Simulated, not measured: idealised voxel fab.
Title: Process Module voxel capacitor over wiring
Xsec cut, 280 nm wide, square cell size 5 nm.
We lay out every cross-section as a grid of square cells and spell it out in bands from the top down, where one band means one or more rows of cells. Band: top and bottom heights (nm) first, top before bottom; then materials from left to right, widths in nm. "throughout" marks a sole material filling the band edge to edge. "air" denotes empty space. Zero point of the height axis is 0; under it, received wafer = one material. Lowest band: continues down indefinitely, "top 0, no bottom". You'd read "30 to 40" like this: the band's top row of cells is as wide as the first number, its bottom row is as wide as the second, and going down, every row changes width by the same amount as the row before did. "nothing was modified" (step): cross-section cells unchanged, all of them. This entry, "Internal closed voids", enumerates those empty regions of no fewer than 8 cells that possess no open connection to the top. Each region is reported in the form width x height at distance, the distance being taken from the left edge, with all three quantities expressed in nm. Text after the settings on a step's line: the simulator's own remark on that step. On any step carrying a mask, the "overlay nm" setting, if present on the step's line, tells how far right of its planned place the mask lay; negative values point to the left.
[Steps planned for the process]
| 1 | RECEIVE: material Si |
| 2 | CONFORMAL_DEP: material SiO2, thk nm 15 |
| 3 | CONFORMAL_DEP: material SiN, thk nm 5 |
| 4 | DIRECTIONAL_DEP: material lowk, thk nm 20 |
| 5 | PATTERN: tone open, mask id METAL_1, material resist, width nm 30, pitch nm 80, thk nm 15, overlay nm 0 |
| 6 | DIRECTIONAL_ETCH: etch materials lowk, depth nm 20 |
| 7 | DIRECTIONAL_ETCH: etch materials SiN, depth nm 5 |
| 8 | STRIP: etch materials resist |
| 9 | CONFORMAL_DEP: material TiN, thk nm 5 |
| 10 | FILL_DEP: material W, thk nm 5 |
| 11 | CMP: height nm 40 |
| 12 | CONFORMAL_DEP: material SiCN, thk nm 5 |
| 13 | DIRECTIONAL_DEP: material SiO2, thk nm 10 |
| 14 | DIRECTIONAL_DEP: material aC, thk nm 10 |
| 15 | PATTERN: tone open, mask id PLUG_1, material resist, width nm 15, thk nm 30, overlay nm 0 |
| 16 | DIRECTIONAL_ETCH: etch materials aC, depth nm 10 |
| 17 | STRIP: etch materials resist |
| 18 | DIRECTIONAL_ETCH: etch materials SiO2, depth nm 10 |
| 19 | DIRECTIONAL_ETCH: etch materials SiCN, depth nm 5 |
| 20 | STRIP: etch materials aC |
| 21 | CONFORMAL_DEP: material TiN, thk nm 5 |
| 22 | FILL_DEP: material Ru, thk nm 5 |
| 23 | CMP: height nm 55 |
| 24 | DIRECTIONAL_DEP: material TiN, thk nm 10 |
| 25 | DIRECTIONAL_DEP: material Al2O3, thk nm 5 |
| 26 | DIRECTIONAL_DEP: material TiN, thk nm 5 |
| 27 | MASKED_ETCH: tone cover, mask id UPPER_PLATE, width nm 55, etch materials TiN, depth nm 5, overlay nm 0 |
| 28 | MASKED_ETCH: tone cover, mask id UPPER_PLATE, width nm 55, etch materials Al2O3, depth nm 5, overlay nm 0 |
| 29 | PATTERN: tone cover, mask id LOWER_PLATE, material resist, width nm 65, thk nm 15, overlay nm 0 |
| 30 | DIRECTIONAL_ETCH: etch materials TiN, depth nm 10 |
| 31 | STRIP: etch materials resist |
| 32 | FILL_DEP: material SiO2, thk nm 15 |
| 33 | CMP: height nm 85 |
| 34 | PATTERN: tone open, mask id PLUG_2, material resist, width nm 15, thk nm 15, overlay nm 0 |
| 35 | DIRECTIONAL_ETCH: etch materials SiO2, depth nm 10 |
| 36 | STRIP: etch materials resist |
| 37 | CONFORMAL_DEP: material TiN, thk nm 5 |
| 38 | FILL_DEP: material Cu, thk nm 5 |
| 39 | CMP: height nm 85 |
| 40 | CONFORMAL_DEP: material SiCN, thk nm 5 |
[As-received state of the wafer in cross-section, equivalent to post-step 1]
- top 0, no bottom = Si throughout
- Internal closed voids: none
[Cross-sectional image of the first of two wafers at the end of the module, the run having proceeded as planned]
- top 90, bottom 85 = SiCN throughout
- top 85, bottom 80 = SiO2: 110; TiN: 5; Cu: 5; TiN: 5; SiO2: 155
- top 80, bottom 70 = SiO2: 110 to 100; TiN: 15 to 55; SiO2: 155 to 125
- top 70, bottom 65 = SiO2: 100; Al2O3: 55; SiO2: 125
- top 65, bottom 55 = SiO2: 95; TiN: 65; SiO2: 120
- top 55, bottom 45 = SiO2: 100; TiN: 5; Ru: 5; TiN: 5; SiO2: 165
- top 45, bottom 40 = SiCN: 100; TiN: 15; SiCN: 165
- top 40, bottom 20 = lowk: 85; TiN: 5; W: 20; TiN: 5; lowk: 50; TiN: 5; W: 20; TiN: 5; lowk: 85
- top 20, bottom 15 = SiN: 85; TiN: 30; SiN: 50; TiN: 30; SiN: 85
- top 15, bottom 0 = SiO2 throughout
- top 0, no bottom = Si throughout
- Internal closed voids: none
[Module end: cross-section of wafer two of two. Same start and process plan as the first wafer. One mistake during execution]
- top 90, bottom 85 = SiCN throughout
- top 85, bottom 80 = Cu: 105; TiN: 5; SiO2: 15; TiN: 5; Cu: 150
- top 80, bottom 75 = TiN: 110; SiO2: 15; TiN: 155
- top 75, bottom 70 = SiO2: 100; TiN: 55; SiO2: 125
- top 70, bottom 65 = SiO2: 100; Al2O3: 55; SiO2: 125
- top 65, bottom 55 = SiO2: 95; TiN: 65; SiO2: 120
- top 55, bottom 45 = SiO2: 100; TiN: 5; Ru: 5; TiN: 5; SiO2: 165
- top 45, bottom 40 = SiCN: 100; TiN: 15; SiCN: 165
- top 40, bottom 20 = lowk: 85; TiN: 5; W: 20; TiN: 5; lowk: 50; TiN: 5; W: 20; TiN: 5; lowk: 85
- top 20, bottom 15 = SiN: 85; TiN: 30; SiN: 50; TiN: 30; SiN: 85
- top 15, bottom 0 = SiO2 throughout
- top 0, no bottom = Si throughout
- Internal closed voids: none
Diagnosis: contrary to plan, step 34 was performed as PATTERN: tone cover, mask id PLUG_2, material resist, width nm 15, thk nm 15, overlay nm 0
The second wafer ends with more or fewer cells of some materials than the first, per final count: 50 more of Cu; 100 fewer of SiO2; 50 more of TiN
